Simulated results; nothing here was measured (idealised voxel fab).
Documented hereafter: the process module known as voxel air gaps.
Section shown: cut. Width: 270 nm. Cell size: 5 nm, square.
In what follows, cross-sections appear as grids of square cells, described through bands that run from the top down, where every band is one or more rows of cells.
Band entry format. Leading values: height of top, height of bottom, nm. Remainder: materials in left-to-right order, each with its width in nm. Special words: "all across" on a single material, which then fills the band edge to edge; "empty", empty space.
Below 0: as-received wafer, all one material; heights counted from there. Lowest band: no bottom, goes on down, written "0 -> down".
So if you see something like "30->40" for the width, read it as the top row of the band sitting at the first number and the bottom row at the second, with every row in between moving by the same amount as the last.
Any step labelled "changes: none" changed none of the cells in the cross-section.
Any empty space of 8 cells or more lacking an open way to the top shows up in "Enclosed internal voids" as width x height at distance, distance from the left edge, in nm.
What comes after the settings on a step's line is commentary from the simulator itself on that step.
You can add "overlay nm" to a step's line. For a step with a mask, it describes how far the mask lay to the right of its planned position, and a negative number describes a lay to the left.

Process steps (planned)
| 1 | RECEIVE, material Si |
| 2 | CONFORMAL_DEP, material SiO2, thk nm 10 |
| 3 | CONFORMAL_DEP, material SiN, thk nm 5 |
| 4 | DIRECTIONAL_DEP, material lowk, thk nm 30 |
| 5 | PATTERN, tone open, mask id LINES, material resist, width nm 20, pitch nm 45, thk nm 20, overlay nm -15 |
| 6 | DIRECTIONAL_ETCH, etch materials lowk, depth nm 30 |
| 7 | STRIP, etch materials resist |
| 8 | CONFORMAL_DEP, material TiN, thk nm 5 |
| 9 | FILL_DEP, material Ru, thk nm 10 |
| 10 | CMP, height nm 45 |
| 11 | EPI, material Ru, thk nm 10 |
| 12 | SELECTIVE_ETCH, etch materials lowk, depth nm 40 |
| 13 | CONFORMAL_DEP, material SiCN, thk nm 5 |
Don't read the plan's overlay nm for step 5 as applying to every wafer: that's the first wafer's value, and the wafers differ in it, though they all start identical.

Received condition of the first of several wafers, sectioned: post-step 1
- 0 -> down: Si all across
- Enclosed internal voids: none

Last step of the module is step 13; after it, the first of several wafers in cross-section
- 60 -> 55: empty 50 nm; SiCN 140 nm; empty 80 nm
- 55 -> 45: empty 50 nm; SiCN 5 nm; Ru 40 nm; SiCN 5 nm; Ru 40 nm; SiCN 5 nm; Ru 40 nm; SiCN 5 nm; empty 80 nm
- 45 -> 40: empty 50 nm; SiCN 15 nm; TiN 5 nm; Ru 10 nm; TiN 5 nm; SiCN 25 nm; TiN 5 nm; Ru 10 nm; TiN 5 nm; SiCN 25 nm; TiN 5 nm; Ru 10 nm; TiN 5 nm; SiCN 15 nm; empty 80 nm
- 40 -> 20: empty 60 nm; SiCN 5 nm; TiN 5 nm; Ru 10 nm; TiN 5 nm; SiCN 5 nm; empty 15 nm; SiCN 5 nm; TiN 5 nm; Ru 10 nm; TiN 5 nm; SiCN 5 nm; empty 15 nm; SiCN 5 nm; TiN 5 nm; Ru 10 nm; TiN 5 nm; SiCN 5 nm; empty 90 nm
- 20 -> 15: SiCN 65 nm; TiN 20 nm; SiCN 25 nm; TiN 20 nm; SiCN 25 nm; TiN 20 nm; SiCN 95 nm
- 15 -> 10: SiN all across
- 10 -> 0: SiO2 all across
- 0 -> down: Si all across
- Enclosed internal voids: 15 x 20 at 90; 15 x 20 at 135

Last wafer, end of module, cross-section
- 60 -> 55: empty 80 nm; SiCN 140 nm; empty 50 nm
- 55 -> 45: empty 80 nm; SiCN 5 nm; Ru 40 nm; SiCN 5 nm; Ru 40 nm; SiCN 5 nm; Ru 40 nm; SiCN 5 nm; empty 50 nm
- 45 -> 40: empty 80 nm; SiCN 15 nm; TiN 5 nm; Ru 10 nm; TiN 5 nm; SiCN 25 nm; TiN 5 nm; Ru 10 nm; TiN 5 nm; SiCN 25 nm; TiN 5 nm; Ru 10 nm; TiN 5 nm; SiCN 15 nm; empty 50 nm
- 40 -> 20: empty 90 nm; SiCN 5 nm; TiN 5 nm; Ru 10 nm; TiN 5 nm; SiCN 5 nm; empty 15 nm; SiCN 5 nm; TiN 5 nm; Ru 10 nm; TiN 5 nm; SiCN 5 nm; empty 15 nm; SiCN 5 nm; TiN 5 nm; Ru 10 nm; TiN 5 nm; SiCN 5 nm; empty 60 nm
- 20 -> 15: SiCN 95 nm; TiN 20 nm; SiCN 25 nm; TiN 20 nm; SiCN 25 nm; TiN 20 nm; SiCN 65 nm
- 15 -> 10: SiN all across
- 10 -> 0: SiO2 all across
- 0 -> down: Si all across
- Enclosed internal voids: 15 x 20 at 120; 15 x 20 at 165

Note: the following table is arranged by wafer, a row apiece. Each row reports the end-of-module state: per material, cells gained (+) or cells lost (-) compared with the wafer as received; closed voids follow
overlay nm -15 | +78 Ru | +118 SiCN | +54 SiN | +108 SiO2 | +42 TiN | Enclosed internal voids: 15 x 20 at 90; 15 x 20 at 135
overlay nm -10 | +78 Ru | +118 SiCN | +54 SiN | +108 SiO2 | +42 TiN | Enclosed internal voids: 15 x 20 at 95; 15 x 20 at 140
overlay nm -5 | +78 Ru | +118 SiCN | +54 SiN | +108 SiO2 | +42 TiN | Enclosed internal voids: 15 x 20 at 100; 15 x 20 at 145
overlay nm 0 | +78 Ru | +118 SiCN | +54 SiN | +108 SiO2 | +42 TiN | Enclosed internal voids: 15 x 20 at 105; 15 x 20 at 150
overlay nm 5 | +78 Ru | +118 SiCN | +54 SiN | +108 SiO2 | +42 TiN | Enclosed internal voids: 15 x 20 at 110; 15 x 20 at 155
overlay nm 10 | +78 Ru | +118 SiCN | +54 SiN | +108 SiO2 | +42 TiN | Enclosed internal voids: 15 x 20 at 115; 15 x 20 at 160
overlay nm 15 | +78 Ru | +118 SiCN | +54 SiN | +108 SiO2 | +42 TiN | Enclosed internal voids: 15 x 20 at 120; 15 x 20 at 165
